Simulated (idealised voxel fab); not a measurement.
process module | voxel capacitor over wiring
cross-section cut | 165 nm wide | cells 5 nm
A cross-section is a grid of square cells, given in bands from the top down. A band is one or more rows of cells.
Each band's line starts with the height of the band's top and of its bottom, in nm. Then come its materials from left to right, each with its width in nm. One material with "throughout" fills the band from edge to edge. "air" is empty space.
Height 0 is the level under which the wafer as received is all one material. The lowest band goes on downwards, as in "0 down".
A width such as "30 to 40" changes by the same amount from each row of cells to the next, from the band's top row to its bottom row.
"no change" after a step means that no cell of the cross-section changed.
closed voids: empty space of 8 cells or more with no open way to the top, each as width x height at its distance from the left edge, in nm
after a step's settings: what the simulator itself notes on the step
overlay nm, on a step with a mask: how far to the right of its planned place the mask lay; to the left if negative
plan
1 op RECEIVE | material Si
2 op CONFORMAL_DEP | material SiO2 | thk nm 10
3 op DIRECTIONAL_DEP | material TiN | thk nm 5
4 op DIRECTIONAL_DEP | material W | thk nm 15
5 op MASKED_ETCH | tone cover | mask id METAL_1 | width nm 30 | pitch nm 95 | etch materials W | depth nm 15 | overlay nm 0
6 op MASKED_ETCH | tone cover | mask id METAL_1 | width nm 30 | pitch nm 95 | etch materials TiN | depth nm 5 | overlay nm 0
7 op FILL_DEP | material lowk | thk nm 10
8 op CMP | height nm 30
9 op CONFORMAL_DEP | material SiCN | thk nm 5
10 op DIRECTIONAL_DEP | material SiO2 | thk nm 20
11 op PATTERN | tone open | mask id PLUG_1 | material resist | width nm 15 | thk nm 15 | overlay nm 0
12 op DIRECTIONAL_ETCH | etch materials SiO2 | depth nm 20
13 op DIRECTIONAL_ETCH | etch materials SiCN | depth nm 5
14 op STRIP | etch materials resist
15 op CONFORMAL_DEP | material TiN | thk nm 5
16 op FILL_DEP | material W | thk nm 5
17 op CMP | height nm 55
18 op DIRECTIONAL_DEP | material TiN | thk nm 10
19 op DIRECTIONAL_DEP | material SiN | thk nm 5
20 op DIRECTIONAL_DEP | material TiN | thk nm 5
21 op DIRECTIONAL_DEP | material aC | thk nm 10
22 op PATTERN | tone cover | mask id UPPER_PLATE | material resist | width nm 70 | thk nm 30 | overlay nm 0
23 op DIRECTIONAL_ETCH | etch materials aC | depth nm 10
24 op STRIP | etch materials resist
25 op DIRECTIONAL_ETCH | etch materials TiN | depth nm 5
26 op DIRECTIONAL_ETCH | etch materials SiN | depth nm 5
27 op STRIP | etch materials aC
28 op PATTERN | tone cover | mask id LOWER_PLATE | material resist | width nm 80 | thk nm 15 | overlay nm 0
29 op DIRECTIONAL_ETCH | etch materials TiN | depth nm 10
30 op STRIP | etch materials resist
31 op FILL_DEP | material SiO2 | thk nm 20
32 op CMP | height nm 90
33 op MASKED_ETCH | tone open | mask id PLUG_2 | width nm 15 | etch materials SiO2 | depth nm 15 | overlay nm 0
34 op CONFORMAL_DEP | material TiN | thk nm 5
35 op FILL_DEP | material Ru | thk nm 5
36 op CMP | height nm 90
37 op CONFORMAL_DEP | material SiN | thk nm 5
as received, after step 1
  0 down: Si throughout
  closed voids: none
a wafer at the end: this start, this plan, one mistake
  95 to 90: SiN throughout
  90 to 80: SiO2 45 | TiN 5 | Ru 5 | TiN 5 | SiO2 105
  80 to 70: SiO2 45 to 35 | TiN 15 to 70 | SiO2 105 to 60
  70 to 65: SiO2 35 | SiN 70 | SiO2 60
  65 to 55: SiCN throughout
  55 to 35: SiO2 35 | TiN 5 | W 5 | TiN 5 | SiO2 115
  35 to 30: SiCN 35 | TiN 15 | SiCN 115
  30 to 15: lowk 20 | W 30 | lowk 65 | W 30 | lowk 20
  15 to 10: lowk 20 | TiN 30 | lowk 65 | TiN 30 | lowk 20
  10 to 0: SiO2 throughout
  0 down: Si throughout
  closed voids: none
what went wrong: step 18 ran as: op DIRECTIONAL_DEP | material SiCN | thk nm 10
